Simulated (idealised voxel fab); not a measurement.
The name of this process module is voxel ribs on slabs.
It is cross-section cut that appears here, measuring 265 nm in width, its square cells being 5 nm in size.
Cross-section spec: square-cell grid; bands listed top down; each band is one or more rows. Heights first: top, then bottom, in nm. Then materials, left to right, each with a width in nm. "throughout" on a single material: fills the band edge to edge. "blank": empty space. Basically, 0 is our baseline, since under it the wafer straight out of the box is all one material. The bottom band has no lower end and keeps on going down, so it looks like "z 0 and below". Width: "30..40" (first number = top row, second number = bottom row, same change from row to row of cells). Key: "remained unchanged" - step with no changed cell in the cross-section. Listed in "Sealed voids": every empty space of 8 or more cells without an open way to the top. Form: width x height at distance, the distance being from the left edge, all in nm. On each step's line, the part that comes after the settings is the simulator's own comment on the step. overlay nm: for a step with a mask, the amount by which the mask lay right of where it was planned; a negative amount means left of it.

The process steps that were planned are listed below:
1) RECEIVE: material Si
2) DIRECTIONAL_DEP: material SiO2, thk nm 30
3) DIRECTIONAL_DEP: material SiN, thk nm 20
4) PATTERN: tone cover, mask id RIB, material resist, width nm 20, thk nm 15, overlay nm 0
5) DIRECTIONAL_ETCH: etch materials SiN, depth nm 15
6) STRIP: etch materials resist
7) PATTERN: tone cover, mask id SLAB, material resist, width nm 70, thk nm 20, overlay nm 0
8) DIRECTIONAL_ETCH: etch materials SiN, depth nm 10
9) STRIP: etch materials resist
10) FILL_DEP: material SiO2, thk nm 15
11) CMP: height nm 65
12) DIRECTIONAL_DEP: material W, thk nm 5
13) PATTERN: tone cover, mask id HEATER, material resist, width nm 30, thk nm 15, overlay nm 0
14) DIRECTIONAL_ETCH: etch materials W, depth nm 5
15) STRIP: etch materials resist
16) CONFORMAL_DEP: material SiO2, thk nm 10
Variable across wafers: step 3 thk nm (plan value is that of the first wafer; starting state common to all).

After step 1, as received: first of several wafers, cross-section:
    z 0 and below  Si throughout
    Sealed voids: none

End of the module, past its last step, step 16: how the first of several wafers looks in cross-section:
    z 80 to 75  blank (105)  SiO2 (50)  blank (110)
    z 75 to 70  SiO2 throughout
    z 70 to 65  SiO2 (115)  W (30)  SiO2 (120)
    z 65 to 50  SiO2 throughout
    z 50 to 35  SiO2 (120)  SiN (20)  SiO2 (125)
    z 35 to 30  SiO2 (95)  SiN (70)  SiO2 (100)
    z 30 to 0  SiO2 throughout
    z 0 and below  Si throughout
    Sealed voids: none

Sectional view of the last wafer upon completion of the module:
    z 80 to 75  blank (105)  SiO2 (50)  blank (110)
    z 75 to 70  SiO2 throughout
    z 70 to 65  SiO2 (115)  W (30)  SiO2 (120)
    z 65 to 55  SiO2 (120)  SiN (20)  SiO2 (125)
    z 55 to 45  SiO2 (95)  SiN (70)  SiO2 (100)
    z 45 to 30  SiN throughout
    z 30 to 0  SiO2 throughout
    z 0 and below  Si throughout
    Sealed voids: none

Each row below is a wafer at the end of the module, listing for every material the number of cells it has gained (+) or lost (-) since it was received, followed by its closed voids:
thk nm 20; +26 SiN; +773 SiO2; +6 W; Sealed voids: none
thk nm 25; +40 SiN; +759 SiO2; +6 W; Sealed voids: none
thk nm 30; +93 SiN; +706 SiO2; +6 W; Sealed voids: none
thk nm 35; +146 SiN; +653 SiO2; +6 W; Sealed voids: none
thk nm 40; +195 SiN; +604 SiO2; +6 W; Sealed voids: none
